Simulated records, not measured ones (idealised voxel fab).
Herein follows the process module entitled voxel wiring stack.
FYI the section here is cut, 260 nm wide, cells are 5 nm squares.
A cross-section is a grid of square cells, given in bands from the top down. A band is one or more rows of cells. Basically the band line says how high the top is and how high the bottom is, in nm, and then what's in it from left to right, every material with its width in nm. Empty space shows up as "air", and if a single material carries "edge to edge" it runs the full band edge to edge. Height 0 is the level under which the wafer as received is all one material. The lowest band goes on downwards, as in "0 -> down". Note: "30..40" means the width goes from the first number (top row of the band) to the second number (bottom row) in equal steps per row of cells. For the purposes of this document, the phrase "changes: none" attached to a step denotes that no cell within the cross-section was modified by that step. Any empty space of 8 cells or more lacking an open way to the top shows up in "Catalogued sealed voids" as width x height at distance, distance from the left edge, in nm. That trailing text on a step's line, after the settings, is the simulator's own remark on the step. overlay nm, on a step with a mask: how far to the right of its planned place the mask lay; to the left if negative.

Set out below are the planned steps of the process:
1. RECEIVE [material Si]
2. CONFORMAL_DEP [material SiO2] [thk nm 15]
3. CONFORMAL_DEP [material SiN] [thk nm 5]
4. DIRECTIONAL_DEP [material SiO2] [thk nm 20]
5. PATTERN [tone open] [mask id METAL_1] [material resist] [width nm 30] [pitch nm 60] [thk nm 20] [overlay nm 0]
6. DIRECTIONAL_ETCH [etch materials SiO2] [depth nm 20]
7. DIRECTIONAL_ETCH [etch materials SiN] [depth nm 5]
8. STRIP [etch materials resist]
9. CONFORMAL_DEP [material TiN] [thk nm 5]
10. FILL_DEP [material Cu] [thk nm 5]
11. CMP [height nm 40]
12. CONFORMAL_DEP [material SiCN] [thk nm 5]
13. DIRECTIONAL_DEP [material lowk] [thk nm 30]
14. PATTERN [tone open] [mask id METAL_2_HOLES] [material resist] [width nm 15] [pitch nm 120] [thk nm 20] [overlay nm 0]
15. DIRECTIONAL_ETCH [etch materials lowk] [depth nm 30]
16. STRIP [etch materials resist]
17. DIRECTIONAL_DEP [material aC] [thk nm 15]
18. PATTERN [tone open] [mask id METAL_2] [material resist] [width nm 30] [pitch nm 60] [thk nm 35] [overlay nm 0]
19. DIRECTIONAL_ETCH [etch materials aC] [depth nm 15]
20. STRIP [etch materials resist]
21. DIRECTIONAL_ETCH [etch materials lowk] [depth nm 15]
22. DIRECTIONAL_ETCH [etch materials SiCN] [depth nm 5]
23. STRIP [etch materials aC]
24. CONFORMAL_DEP [material TiN] [thk nm 5]
25. FILL_DEP [material Cu] [thk nm 5]
26. CMP [height nm 75]
27. CONFORMAL_DEP [material SiCN] [thk nm 5]
28. DIRECTIONAL_DEP [material SiO2] [thk nm 20]
29. PATTERN [tone open] [mask id PLUG_2] [material resist] [width nm 15] [pitch nm 60] [thk nm 15] [overlay nm 0]
30. DIRECTIONAL_ETCH [etch materials SiO2] [depth nm 20]
31. DIRECTIONAL_ETCH [etch materials SiCN] [depth nm 5]
32. STRIP [etch materials resist]
33. CONFORMAL_DEP [material TiN] [thk nm 5]
34. FILL_DEP [material Cu] [thk nm 10]
35. CMP [height nm 100]
36. DIRECTIONAL_DEP [material TiN] [thk nm 5]
37. DIRECTIONAL_DEP [material W] [thk nm 25]
38. MASKED_ETCH [tone cover] [mask id METAL_3] [width nm 30] [pitch nm 60] [etch materials W] [depth nm 25] [overlay nm 0]
39. MASKED_ETCH [tone cover] [mask id METAL_3] [width nm 30] [pitch nm 60] [etch materials TiN] [depth nm 5] [overlay nm 0]
40. CONFORMAL_DEP [material SiCN] [thk nm 5]
41. FILL_DEP [material SiO2] [thk nm 10]
42. CMP [height nm 130]
43. CONFORMAL_DEP [material SiCN] [thk nm 5]
44. DIRECTIONAL_DEP [material lowk] [thk nm 20]
45. MASKED_ETCH [tone open] [mask id PLUG_3] [width nm 15] [pitch nm 120] [etch materials lowk] [depth nm 20] [overlay nm 0]
46. MASKED_ETCH [tone open] [mask id PLUG_3] [width nm 15] [pitch nm 120] [etch materials SiCN] [depth nm 5] [overlay nm 0]
47. EPI [material Ru] [thk nm 10]
48. EPI [material Ru] [thk nm 10]
49. EPI [material Ru] [thk nm 5]
50. CONFORMAL_DEP [material SiCN] [thk nm 5]
51. DIRECTIONAL_DEP [material SiO2] [thk nm 25]
52. PATTERN [tone open] [mask id METAL_4] [material resist] [width nm 30] [pitch nm 60] [thk nm 20] [overlay nm 0]
53. DIRECTIONAL_ETCH [etch materials SiO2] [depth nm 25]
54. DIRECTIONAL_ETCH [etch materials SiCN] [depth nm 5]
55. STRIP [etch materials resist]
56. CONFORMAL_DEP [material TiN] [thk nm 5]
57. FILL_DEP [material W] [thk nm 5]
58. CMP [height nm 185]
59. EPI [material Ru] [thk nm 5]
60. FILL_DEP [material SiCN] [thk nm 5]

The cross-section here shows the wafer as received, i.e. in its state after step 1:
    0 -> down: Si edge to edge
    Catalogued sealed voids: none

The module was run from the start shown above using the plan shown above, but one mistake was made doing it; the resulting wafer cross-section is below:
    195 -> 190: SiCN edge to edge
    190 -> 185: SiCN=50 | Ru=40 | SiCN=20 | Ru=40 | SiCN=20 | Ru=40 | SiCN=50
    185 -> 160: SiO2=55 | TiN=5 | W=20 | TiN=5 | SiO2=30 | TiN=5 | W=20 | TiN=5 | SiO2=30 | TiN=5 | W=20 | TiN=5 | SiO2=55
    160 -> 155: SiCN=55 | TiN=30 | SiCN=30 | TiN=30 | SiCN=30 | TiN=30 | SiCN=55
    155 -> 135: lowk=55 | Ru=15 | lowk=105 | Ru=15 | lowk=70
    135 -> 130: SiCN=55 | Ru=15 | SiCN=105 | Ru=15 | SiCN=70
    130 -> 105: SiO2=50 | SiCN=5 | W=30 | SiCN=5 | SiO2=20 | SiCN=5 | W=30 | SiCN=5 | SiO2=20 | SiCN=5 | W=30 | SiCN=5 | SiO2=50
    105 -> 100: SiCN=55 | TiN=30 | SiCN=30 | TiN=30 | SiCN=30 | TiN=30 | SiCN=55
    100 -> 80: SiO2=60 | TiN=5 | Cu=5 | TiN=5 | SiO2=45 | TiN=5 | Cu=5 | TiN=5 | SiO2=45 | TiN=5 | Cu=5 | TiN=5 | SiO2=65
    80 -> 75: SiCN=60 | TiN=15 | SiCN=45 | TiN=15 | SiCN=45 | TiN=15 | SiCN=65
    75 -> 65: lowk=55 | TiN=5 | Cu=20 | TiN=5 | lowk=30 | TiN=5 | Cu=20 | TiN=5 | lowk=30 | TiN=5 | Cu=20 | TiN=5 | lowk=55
    65 -> 60: lowk=55 | TiN=5 | Cu=5 | TiN=20 | lowk=30 | TiN=30 | lowk=30 | TiN=5 | Cu=5 | TiN=20 | lowk=55
    60 -> 45: lowk=55 | TiN=5 | Cu=5 | TiN=5 | lowk=105 | TiN=5 | Cu=5 | TiN=5 | lowk=70
    45 -> 40: SiCN=55 | TiN=15 | SiCN=105 | TiN=15 | SiCN=70
    40 -> 20: SiO2=55 | TiN=5 | Cu=20 | TiN=5 | SiO2=30 | TiN=5 | Cu=20 | TiN=5 | SiO2=30 | TiN=5 | Cu=20 | TiN=5 | SiO2=55
    20 -> 15: SiN=55 | TiN=30 | SiN=30 | TiN=30 | SiN=30 | TiN=30 | SiN=55
    15 -> 0: SiO2 edge to edge
    0 -> down: Si edge to edge
    Catalogued sealed voids: none
what went wrong: step 29: run off-plan, actual operation and settings PATTERN [tone open] [mask id PLUG_2] [material resist] [width nm 15] [pitch nm 60] [thk nm 15] [overlay nm 5]
